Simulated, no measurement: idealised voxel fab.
Title: Process Module voxel quadruple lines
The figure presents cross-section cut, which has a width of 175 nm and is divided into square cells with an edge length of 5 nm.
Think of the cross-section as a grid of square cells. We describe it in bands, top to bottom, and each band covers one or more rows of those cells. First you get the band's top height and its bottom height, in nm, and then the materials it's made of, left to right, with each width in nm. If you see a single material with "edge to edge", that one covers the band edge to edge. "empty" is empty space. Below 0: as-received wafer, all one material; heights counted from there. Lowest band: no bottom, goes on down, written "z 0 and below". A two-number width, for instance "30->40", indicates that the width is equal to the first number in the top row of the band and to the second number in the bottom row, and that it changes by a constant amount per row of cells. "no modifications" for a step: no cell of the cross-section changed in that step. "Catalogued sealed voids" specifies each empty space that is not open to the top and that occupies no fewer than 8 cells, using the form width x height at distance, the distance measured from the left edge and all three quantities in nm. Where a step's line continues beyond its settings, the continuation is a remark by the simulator itself on that step. Regarding "overlay nm": on a step with a mask, it is the distance the mask lay to the right of its planned place; a negative value places it to the left.

Intended process steps:
| 1 | RECEIVE | material Si |
| 2 | CONFORMAL_DEP | material SiO2 | thk nm 10 |
| 3 | DIRECTIONAL_DEP | material TiN | thk nm 15 |
| 4 | DIRECTIONAL_DEP | material polySi | thk nm 20 |
| 5 | DIRECTIONAL_DEP | material aC | thk nm 25 |
| 6 | PATTERN | tone cover | mask id MANDREL | material resist | width nm 25 | pitch nm 80 | thk nm 30 | overlay nm 0 |
| 7 | DIRECTIONAL_ETCH | etch materials aC | depth nm 25 |
| 8 | STRIP | etch materials resist |
| 9 | CONFORMAL_DEP | material SiO2 | thk nm 15 |
| 10 | DIRECTIONAL_ETCH | etch materials SiO2 | depth nm 15 |
| 11 | STRIP | etch materials aC |
| 12 | DIRECTIONAL_ETCH | etch materials polySi | depth nm 20 |
| 13 | STRIP | etch materials SiO2 |
| 14 | CONFORMAL_DEP | material SiN | thk nm 5 |
| 15 | DIRECTIONAL_ETCH | etch materials SiN | depth nm 5 |
| 16 | STRIP | etch materials polySi |
| 17 | DIRECTIONAL_ETCH | etch materials TiN | depth nm 15 |
| 18 | STRIP | etch materials SiN |
| 19 | FILL_DEP | material lowk | thk nm 10 |
| 20 | CMP | height nm 25 |

First out of two wafers; run went to plan:

This is the cross-section of the wafer as we received it, i.e. after step 1:
    z 0 and below = Si edge to edge
    Catalogued sealed voids: none

Take a look at the wafer's cross-section after step 2:
    z 10 to 0 = SiO2 edge to edge
    At heights below 0, the structure remains unaltered.

Take a look at the wafer's cross-section after step 3:
    z 25 to 10 = TiN edge to edge
    At heights below 10, the structure remains unaltered.

Take a look at the wafer's cross-section after step 4:
    z 45 to 25 = polySi edge to edge
    At heights below 25, the structure remains unaltered.

Take a look at the wafer's cross-section after step 5:
    z 70 to 45 = aC edge to edge
    At heights below 45, the structure remains unaltered.

Take a look at the wafer's cross-section after step 6:
    z 100 to 70 = empty (35) / resist (25) / empty (55) / resist (25) / empty (35)
    At heights below 70, the structure remains unaltered.

Take a look at the wafer's cross-section after step 7:
    z 75 to 70 = empty (35) / resist (25) / empty (55) / resist (25) / empty (35)
    z 70 to 45 = empty (35) / aC (25) / empty (55) / aC (25) / empty (35)
    At heights below 45, the structure remains unaltered.

Take a look at the wafer's cross-section after step 8:
    z 70 to 45 = empty (35) / aC (25) / empty (55) / aC (25) / empty (35)
    At heights below 45, the structure remains unaltered.

Take a look at the wafer's cross-section after step 9:
    z 85 to 70 = empty (20) / SiO2 (55) / empty (25) / SiO2 (55) / empty (20)
    z 70 to 60 = empty (20) / SiO2 (15) / aC (25) / SiO2 (15) / empty (25) / SiO2 (15) / aC (25) / SiO2 (15) / empty (20)
    z 60 to 45 = SiO2 (35) / aC (25) / SiO2 (55) / aC (25) / SiO2 (35)
    At heights below 45, the structure remains unaltered.

Take a look at the wafer's cross-section after step 10:
    z 70 to 45 = empty (20) / SiO2 (15) / aC (25) / SiO2 (15) / empty (25) / SiO2 (15) / aC (25) / SiO2 (15) / empty (20)
    At heights below 45, the structure remains unaltered.

Take a look at the wafer's cross-section after step 11:
    z 70 to 45 = empty (20) / SiO2 (15) / empty (25) / SiO2 (15) / empty (25) / SiO2 (15) / empty (25) / SiO2 (15) / empty (20)
    At heights below 45, the structure remains unaltered.

Take a look at the wafer's cross-section after step 12:
    z 70 to 45 = empty (20) / SiO2 (15) / empty (25) / SiO2 (15) / empty (25) / SiO2 (15) / empty (25) / SiO2 (15) / empty (20)
    z 45 to 25 = empty (20) / polySi (15) / empty (25) / polySi (15) / empty (25) / polySi (15) / empty (25) / polySi (15) / empty (20)
    At heights below 25, the structure remains unaltered.

Take a look at the wafer's cross-section after step 13:
    z 45 to 25 = empty (20) / polySi (15) / empty (25) / polySi (15) / empty (25) / polySi (15) / empty (25) / polySi (15) / empty (20)
    At heights below 25, the structure remains unaltered.

Take a look at the wafer's cross-section after step 14:
    z 50 to 45 = empty (15) / SiN (25) / empty (15) / SiN (25) / empty (15) / SiN (25) / empty (15) / SiN (25) / empty (15)
    z 45 to 30 = empty (15) / SiN (5) / polySi (15) / SiN (5) / empty (15) / SiN (5) / polySi (15) / SiN (5) / empty (15) / SiN (5) / polySi (15) / SiN (5) / empty (15) / SiN (5) / polySi (15) / SiN (5) / empty (15)
    z 30 to 25 = SiN (20) / polySi (15) / SiN (25) / polySi (15) / SiN (25) / polySi (15) / SiN (25) / polySi (15) / SiN (20)
    At heights below 25, the structure remains unaltered.

Take a look at the wafer's cross-section after step 15:
    z 45 to 25 = empty (15) / SiN (5) / polySi (15) / SiN (5) / empty (15) / SiN (5) / polySi (15) / SiN (5) / empty (15) / SiN (5) / polySi (15) / SiN (5) / empty (15) / SiN (5) / polySi (15) / SiN (5) / empty (15)
    At heights below 25, the structure remains unaltered.

Take a look at the wafer's cross-section after step 16:
    z 45 to 25 = empty (15) / SiN (5) / empty (15) / SiN (5) / empty (15) / SiN (5) / empty (15) / SiN (5) / empty (15) / SiN (5) / empty (15) / SiN (5) / empty (15) / SiN (5) / empty (15) / SiN (5) / empty (15)
    At heights below 25, the structure remains unaltered.

Take a look at the wafer's cross-section after step 17:
    z 45 to 25 = empty (15) / SiN (5) / empty (15) / SiN (5) / empty (15) / SiN (5) / empty (15) / SiN (5) / empty (15) / SiN (5) / empty (15) / SiN (5) / empty (15) / SiN (5) / empty (15) / SiN (5) / empty (15)
    z 25 to 10 = empty (15) / TiN (5) / empty (15) / TiN (5) / empty (15) / TiN (5) / empty (15) / TiN (5) / empty (15) / TiN (5) / empty (15) / TiN (5) / empty (15) / TiN (5) / empty (15) / TiN (5) / empty (15)
    At heights below 10, the structure remains unaltered.

Take a look at the wafer's cross-section after step 18:
    z 25 to 10 = empty (15) / TiN (5) / empty (15) / TiN (5) / empty (15) / TiN (5) / empty (15) / TiN (5) / empty (15) / TiN (5) / empty (15) / TiN (5) / empty (15) / TiN (5) / empty (15) / TiN (5) / empty (15)
    At heights below 10, the structure remains unaltered.

Take a look at the wafer's cross-section after step 19:
    z 35 to 25 = lowk edge to edge
    z 25 to 10 = lowk (15) / TiN (5) / lowk (15) / TiN (5) / lowk (15) / TiN (5) / lowk (15) / TiN (5) / lowk (15) / TiN (5) / lowk (15) / TiN (5) / lowk (15) / TiN (5) / lowk (15) / TiN (5) / lowk (15)
    At heights below 10, the structure remains unaltered.

Take a look at the wafer's cross-section after step 20:
    z 25 to 10 = lowk (15) / TiN (5) / lowk (15) / TiN (5) / lowk (15) / TiN (5) / lowk (15) / TiN (5) / lowk (15) / TiN (5) / lowk (15) / TiN (5) / lowk (15) / TiN (5) / lowk (15) / TiN (5) / lowk (15)
    At heights below 10, the structure remains unaltered.

Wafer two of the pair: same origin, same plan, one error during the run; identical to wafer one up to and including step 2:

The second wafer in cross-section, at the planned close of step 3:
    z 30 to 10 = polySi edge to edge
    At heights below 10, the structure remains unaltered.

The second wafer in cross-section, at the planned close of step 4:
    z 45 to 30 = TiN edge to edge
    At heights below 30, the structure remains unaltered.

The second wafer in cross-section, at the planned close of step 5:
    z 70 to 45 = aC edge to edge
    At heights below 45, the structure remains unaltered.

The second wafer in cross-section, at the planned close of step 6:
    z 100 to 70 = empty (35) / resist (25) / empty (55) / resist (25) / empty (35)
    At heights below 70, the structure remains unaltered.

The second wafer in cross-section, at the planned close of step 7:
    z 75 to 70 = empty (35) / resist (25) / empty (55) / resist (25) / empty (35)
    z 70 to 45 = empty (35) / aC (25) / empty (55) / aC (25) / empty (35)
    At heights below 45, the structure remains unaltered.

The second wafer in cross-section, at the planned close of step 8:
    z 70 to 45 = empty (35) / aC (25) / empty (55) / aC (25) / empty (35)
    At heights below 45, the structure remains unaltered.

The second wafer in cross-section, at the planned close of step 9:
    z 85 to 70 = empty (20) / SiO2 (55) / empty (25) / SiO2 (55) / empty (20)
    z 70 to 60 = empty (20) / SiO2 (15) / aC (25) / SiO2 (15) / empty (25) / SiO2 (15) / aC (25) / SiO2 (15) / empty (20)
    z 60 to 45 = SiO2 (35) / aC (25) / SiO2 (55) / aC (25) / SiO2 (35)
    At heights below 45, the structure remains unaltered.

The second wafer in cross-section, at the planned close of step 10:
    z 70 to 45 = empty (20) / SiO2 (15) / aC (25) / SiO2 (15) / empty (25) / SiO2 (15) / aC (25) / SiO2 (15) / empty (20)
    At heights below 45, the structure remains unaltered.

The second wafer in cross-section, at the planned close of step 11:
    z 70 to 45 = empty (20) / SiO2 (15) / empty (25) / SiO2 (15) / empty (25) / SiO2 (15) / empty (25) / SiO2 (15) / empty (20)
    At heights below 45, the structure remains unaltered.

The second wafer in cross-section, at the planned close of step 12: no modifications

The second wafer in cross-section, at the planned close of step 13:
    z 45 to 30 = TiN edge to edge
    At heights below 30, the structure remains unaltered.

The second wafer in cross-section, at the planned close of step 14:
    z 50 to 45 = SiN edge to edge
    At heights below 45, the structure remains unaltered.

The second wafer in cross-section, at the planned close of step 15:
    z 45 to 30 = TiN edge to edge
    At heights below 30, the structure remains unaltered.

The second wafer in cross-section, at the planned close of step 16: no modifications

The second wafer in cross-section, at the planned close of step 17:
    z 30 to 10 = polySi edge to edge
    At heights below 10, the structure remains unaltered.

The second wafer in cross-section, at the planned close of step 18: no modifications

The second wafer in cross-section, at the planned close of step 19:
    z 40 to 30 = lowk edge to edge
    At heights below 30, the structure remains unaltered.

The second wafer in cross-section, at the planned close of step 20:
    z 25 to 10 = polySi edge to edge
    At heights below 10, the structure remains unaltered.
Plan not followed: steps 3 and 4 got flipped, so each one ran where the other should have
The final cell counts differ between the wafers, with the second having more or fewer of some materials than the first: TiN: 24 fewer | lowk: 81 fewer | polySi: 105 more
